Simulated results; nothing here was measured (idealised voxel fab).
process module | voxel gate over fins
cross-section cut | 265 nm wide | cells 5 nm
A cross-section is a grid of square cells, given in bands from the top down. A band is one or more rows of cells.
Each band's line starts with the height of the band's top and of its bottom, in nm. Then come its materials from left to right, each with its width in nm. One material with "throughout" fills the band from edge to edge. "air" is empty space.
Height 0 is the level under which the wafer as received is all one material. The lowest band goes on downwards, as in "0 down".
A width such as "30 to 40" changes by the same amount from each row of cells to the next, from the band's top row to its bottom row.
"no change" after a step means that no cell of the cross-section changed.
closed voids: empty space of 8 cells or more with no open way to the top, each as width x height at its distance from the left edge, in nm
after a step's settings: what the simulator itself notes on the step
overlay nm, on a step with a mask: how far to the right of its planned place the mask lay; to the left if negative
plan
1 op RECEIVE | material Si
2 op CONFORMAL_DEP | material SiN | thk nm 10
3 op MASKED_ETCH | tone cover | mask id FINS | width nm 15 | pitch nm 35 | etch materials SiN | depth nm 10 | overlay nm 0
4 op MASKED_ETCH | tone cover | mask id FINS | width nm 15 | pitch nm 35 | etch materials Si | depth nm 40 | overlay nm 0
5 op FILL_DEP | material SiO2 | thk nm 5
6 op CMP | height nm 10
7 op SELECTIVE_ETCH | etch materials SiO2 | depth nm 25
8 op STRIP | etch materials SiN
9 op CONFORMAL_DEP | material HfO2 | thk nm 5
10 op CONFORMAL_DEP | material TiN | thk nm 5
11 op FILL_DEP | material W | thk nm 10
12 op CMP | height nm 15
13 op CONFORMAL_DEP | material SiCN | thk nm 5
as received, after step 1
  0 down: Si throughout
  closed voids: none
first wafer at the end, as planned
  20 to 15: SiCN throughout
  15 to 10: W throughout
  10 to 5: W 95 | TiN 70 | W 100
  5 to 0: W 95 | TiN 5 | HfO2 25 | TiN 10 | HfO2 25 | TiN 5 | W 100
  0 to -5: W 95 | TiN 5 | HfO2 5 | Si 15 | HfO2 5 | TiN 10 | HfO2 5 | Si 15 | HfO2 5 | TiN 5 | W 100
  -5 to -10: TiN 100 | HfO2 5 | Si 15 | HfO2 5 | TiN 10 | HfO2 5 | Si 15 | HfO2 5 | TiN 105
  -10 to -15: HfO2 105 | Si 15 | HfO2 20 | Si 15 | HfO2 110
  -15 to -40: SiO2 105 | Si 15 | SiO2 20 | Si 15 | SiO2 110
  -40 down: Si throughout
  closed voids: none
second wafer at the end: like start, like plan, one mistake
  20 to 15: SiCN throughout
  15 to 5: W 85 | TiN 5 | HfO2 80 | TiN 5 | W 90
  5 to 0: TiN 90 | HfO2 80 | TiN 95
  0 to -15: HfO2 105 | Si 15 | HfO2 20 | Si 15 | HfO2 110
  -15 to -40: SiO2 105 | Si 15 | SiO2 20 | Si 15 | SiO2 110
  -40 down: Si throughout
  closed voids: none
what went wrong: step 9 ran as: op CONFORMAL_DEP | material HfO2 | thk nm 15
at the end the second wafer has, in cells: 124 more of HfO2 | 24 fewer of TiN | 100 fewer of W
